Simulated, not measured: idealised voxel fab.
This section sets out a process module, namely voxel lift off.
We display cut, a cross-section 300 nm in width whose square cells are each 5 nm.
Bands, listed from the top down, are how a cross-section gets written in this document; the cross-section itself is a grid of square cells, and a band is one or more rows of them. Top height, bottom height, nm. Materials left to right, width each, nm. Single material + "everywhere" = fills band edge to edge. "empty" = empty. Height reference: 0 = level under which incoming wafer is all one material. Lowest band: no bottom, runs on downward, e.g. "from 0 down". Width spec "30 to 40" -> top row of cells at first value, bottom row at second value, equal per-row change in between. "no change occurred" means the step left every cell of the cross-section as it was. Closed-off voids of 8+ cells (no open route to the top) go in "Closed cavities", written width x height at distance from the left edge, in nm. Formally, on a step line, whatever follows the settings is a remark that the simulator itself makes on the step. overlay nm: right-of-plan distance of the mask on a masked step; negative values mean left-of-plan.

Process steps (planned)
1) RECEIVE,material Si
2) CONFORMAL_DEP,material SiN,thk nm 5
3) PATTERN,tone open,mask id LINES,material resist,width nm 25,pitch nm 50,thk nm 20,overlay nm 0
4) DIRECTIONAL_DEP,material Ru,thk nm 10
5) STRIP,etch materials resist
6) CONFORMAL_DEP,material SiN,thk nm 5

First wafer, two in total, run as planned

Received-state cross-section, reflecting completion of step 1
> from 0 down  Si everywhere
> Closed cavities: none

Step 2 complete: cross-section through the wafer
> from 5 to 0  SiN everywhere
> Below 0, no change.

Step 3 complete: cross-section through the wafer
> from 25 to 5  resist 85, empty 25, resist 25, empty 25, resist 25, empty 25, resist 90
> Below 5, no change.

Step 4 complete: cross-section through the wafer
> from 35 to 25  Ru 85, empty 25, Ru 25, empty 25, Ru 25, empty 25, Ru 90
> from 25 to 15  resist 85, empty 25, resist 25, empty 25, resist 25, empty 25, resist 90
> from 15 to 5  resist 85, Ru 25, resist 25, Ru 25, resist 25, Ru 25, resist 90
> Below 5, no change.

Step 5 complete: cross-section through the wafer
> from 15 to 5  empty 85, Ru 25, empty 25, Ru 25, empty 25, Ru 25, empty 90
> Below 5, no change.

Step 6 complete: cross-section through the wafer
> from 20 to 15  empty 80, SiN 35, empty 15, SiN 35, empty 15, SiN 35, empty 85
> from 15 to 10  empty 80, SiN 5, Ru 25, SiN 5, empty 15, SiN 5, Ru 25, SiN 5, empty 15, SiN 5, Ru 25, SiN 5, empty 85
> from 10 to 5  SiN 85, Ru 25, SiN 25, Ru 25, SiN 25, Ru 25, SiN 90
> Below 5, no change.

Regarding the second of the two wafers: it shared the first wafer's starting condition and process plan, yet one error occurred during its execution. Its history coincides with that of the first wafer up to and including step 4

The second wafer in cross-section, at the planned close of step 5
> from 15 to 5  empty 85, Ru 25, empty 25, Ru 25, empty 25, Ru 25, empty 90
> Below 5, no change.

The second wafer in cross-section, at the planned close of step 6
> from 20 to 15  empty 80, SiN 35, empty 15, SiN 35, empty 15, SiN 35, empty 85
> from 15 to 10  empty 80, SiN 5, Ru 25, SiN 5, empty 15, SiN 5, Ru 25, SiN 5, empty 15, SiN 5, Ru 25, SiN 5, empty 85
> from 10 to 5  SiN 85, Ru 25, SiN 25, Ru 25, SiN 25, Ru 25, SiN 90
> Below 5, no change.
Here's what went sideways: regarding the plan, step 5 was run twice
The two wafers finish with the same cross-section, and therefore the mistake leaves the computed outcome of this model unchanged.
